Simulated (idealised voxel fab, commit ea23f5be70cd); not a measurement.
voxel ribs on slabs: a process module
Each square cell in cross-section cut measures 5 nm, and the section as a whole is 170 nm wide.
Format of a cross-section: grid, square cells. Given as bands. Order: top down. Band: one or more rows of cells.
Top height, bottom height, nm. Materials left to right, width each, nm. Single material + "everywhere" = fills band edge to edge. "blank" = empty.
Heights from 0 (as-received wafer is one material below). Bottom band endless downward, as "0..down".
Quick explanation for "30..40": the width changes in equal steps down the rows of cells, from the first number in the band's top row to the second number in its bottom row.
What does "nothing altered" mean for a step? It means no cell of the cross-section changed in that step.
Closed empty spaces (no open way to the top) of 8 cells or more are what "Completely sealed voids" lists, each as width x height at distance from the left edge, nm for all three.
Post-settings text on a step line: simulator's own remark regarding the step.
overlay nm: right-of-plan distance of the mask on a masked step; negative values mean left-of-plan.
INTENDED PROCESS STEPS
step 1: RECEIVE (material Si)
step 2: DIRECTIONAL_DEP (material SiO2; thk nm 30)
step 3: DIRECTIONAL_DEP (material SiN; thk nm 15)
step 4: PATTERN (tone cover; mask id RIB; material resist; width nm 20; thk nm 15; overlay nm 0)
step 5: DIRECTIONAL_ETCH (etch materials SiN; depth nm 10)
step 6: STRIP (etch materials resist)
step 7: DIRECTIONAL_DEP (material aC; thk nm 15)
step 8: PATTERN (tone cover; mask id SLAB; material resist; width nm 70; thk nm 35; overlay nm 0)
step 9: DIRECTIONAL_ETCH (etch materials aC; depth nm 15)
step 10: STRIP (etch materials resist)
step 11: DIRECTIONAL_ETCH (etch materials SiN; depth nm 5)
step 12: STRIP (etch materials aC)
step 13: FILL_DEP (material SiO2; thk nm 20)
step 14: CMP (height nm 55)
step 15: DIRECTIONAL_DEP (material W; thk nm 10)
step 16: DIRECTIONAL_DEP (material aC; thk nm 10)
step 17: PATTERN (tone cover; mask id HEATER; material resist; width nm 30; thk nm 25; overlay nm 0)
step 18: DIRECTIONAL_ETCH (etch materials aC; depth nm 10)
step 19: STRIP (etch materials resist)
step 20: DIRECTIONAL_ETCH (etch materials W; depth nm 10)
step 21: STRIP (etch materials aC)
step 22: CONFORMAL_DEP (material SiN; thk nm 5)
THE FIRST OF TWO WAFERS, RUN AS PLANNED
WAFER AT RECEIPT (POST STEP 1), CROSS-SECTION
    0..down  Si everywhere
    Completely sealed voids: none
AFTER STEP 2, IN CROSS-SECTION
    30..0  SiO2 everywhere
    Note: structure below 0 unchanged.
AFTER STEP 3, IN CROSS-SECTION
    45..30  SiN everywhere
    Note: structure below 30 unchanged.
AFTER STEP 4, IN CROSS-SECTION
    60..45  75 blank, then 20 resist, then 75 blank
    Note: structure below 45 unchanged.
AFTER STEP 5, IN CROSS-SECTION
    60..45  75 blank, then 20 resist, then 75 blank
    45..35  75 blank, then 20 SiN, then 75 blank
    Note: structure below 35 unchanged.
AFTER STEP 6, IN CROSS-SECTION
    45..35  75 blank, then 20 SiN, then 75 blank
    Note: structure below 35 unchanged.
AFTER STEP 7, IN CROSS-SECTION
    60..50  75 blank, then 20 aC, then 75 blank
    50..45  aC everywhere
    45..35  75 aC, then 20 SiN, then 75 aC
    Note: structure below 35 unchanged.
AFTER STEP 8, IN CROSS-SECTION
    95..60  50 blank, then 70 resist, then 50 blank
    60..50  50 blank, then 25 resist, then 20 aC, then 25 resist, then 50 blank
    Note: structure below 50 unchanged.
AFTER STEP 9, IN CROSS-SECTION
    80..60  50 blank, then 70 resist, then 50 blank
    60..50  50 blank, then 25 resist, then 20 aC, then 25 resist, then 50 blank
    50..45  50 blank, then 70 aC, then 50 blank
    45..35  50 blank, then 25 aC, then 20 SiN, then 25 aC, then 50 blank
    Note: structure below 35 unchanged.
AFTER STEP 10, IN CROSS-SECTION
    60..50  75 blank, then 20 aC, then 75 blank
    Note: structure below 50 unchanged.
AFTER STEP 11, IN CROSS-SECTION
    60..50  75 blank, then 20 aC, then 75 blank
    50..45  50 blank, then 70 aC, then 50 blank
    45..35  50 blank, then 25 aC, then 20 SiN, then 25 aC, then 50 blank
    35..30  50 blank, then 70 SiN, then 50 blank
    Note: structure below 30 unchanged.
AFTER STEP 12, IN CROSS-SECTION
    45..35  75 blank, then 20 SiN, then 75 blank
    Note: structure below 35 unchanged.
AFTER STEP 13, IN CROSS-SECTION
    65..45  SiO2 everywhere
    45..35  75 SiO2, then 20 SiN, then 75 SiO2
    35..30  50 SiO2, then 70 SiN, then 50 SiO2
    Note: structure below 30 unchanged.
AFTER STEP 14, IN CROSS-SECTION
    55..45  SiO2 everywhere
    Note: structure below 45 unchanged.
AFTER STEP 15, IN CROSS-SECTION
    65..55  W everywhere
    Note: structure below 55 unchanged.
AFTER STEP 16, IN CROSS-SECTION
    75..65  aC everywhere
    Note: structure below 65 unchanged.
AFTER STEP 17, IN CROSS-SECTION
    100..75  70 blank, then 30 resist, then 70 blank
    Note: structure below 75 unchanged.
AFTER STEP 18, IN CROSS-SECTION
    90..75  70 blank, then 30 resist, then 70 blank
    75..65  70 blank, then 30 aC, then 70 blank
    Note: structure below 65 unchanged.
AFTER STEP 19, IN CROSS-SECTION
    75..65  70 blank, then 30 aC, then 70 blank
    Note: structure below 65 unchanged.
AFTER STEP 20, IN CROSS-SECTION
    75..65  70 blank, then 30 aC, then 70 blank
    65..55  70 blank, then 30 W, then 70 blank
    Note: structure below 55 unchanged.
AFTER STEP 21, IN CROSS-SECTION
    65..55  70 blank, then 30 W, then 70 blank
    Note: structure below 55 unchanged.
AFTER STEP 22, IN CROSS-SECTION
    70..65  65 blank, then 40 SiN, then 65 blank
    65..60  65 blank, then 5 SiN, then 30 W, then 5 SiN, then 65 blank
    60..55  70 SiN, then 30 W, then 70 SiN
    Note: structure below 55 unchanged.
WHAT FOLLOWS CONCERNS THE SECOND WAFER, WHICH STARTED OUT LIKE THE FIRST AND WAS MEANT TO FOLLOW THE VERY SAME PLAN; ONE MISTAKE CREPT IN WHEN IT WAS RUN, BUT EVERYTHING UP TO AND INCLUDING STEP 14 IS THE SAME AS FOR THE FIRST WAFER
SECOND WAFER, CROSS-SECTION, PLANNED END OF STEP 15
    65..55  SiN everywhere
    Note: structure below 55 unchanged.
SECOND WAFER, CROSS-SECTION, PLANNED END OF STEP 16
    75..65  aC everywhere
    Note: structure below 65 unchanged.
SECOND WAFER, CROSS-SECTION, PLANNED END OF STEP 17
    100..75  70 blank, then 30 resist, then 70 blank
    Note: structure below 75 unchanged.
SECOND WAFER, CROSS-SECTION, PLANNED END OF STEP 18
    90..75  70 blank, then 30 resist, then 70 blank
    75..65  70 blank, then 30 aC, then 70 blank
    Note: structure below 65 unchanged.
SECOND WAFER, CROSS-SECTION, PLANNED END OF STEP 19
    75..65  70 blank, then 30 aC, then 70 blank
    Note: structure below 65 unchanged.
Second wafer, cross-section, planned end of step 20: nothing altered
SECOND WAFER, CROSS-SECTION, PLANNED END OF STEP 21
    65..55  SiN everywhere
    Note: structure below 55 unchanged.
SECOND WAFER, CROSS-SECTION, PLANNED END OF STEP 22
    70..55  SiN everywhere
    Note: structure below 55 unchanged.
In executing the process, a mistake was made relative to the plan: it should be noted that step 15 was executed with settings other than those planned, the operation and settings actually applied being DIRECTIONAL_DEP (material SiN; thk nm 10)
The second wafer ends with more or fewer cells of some materials than the first, per final count: SiN: 64 more, W: 12 fewer
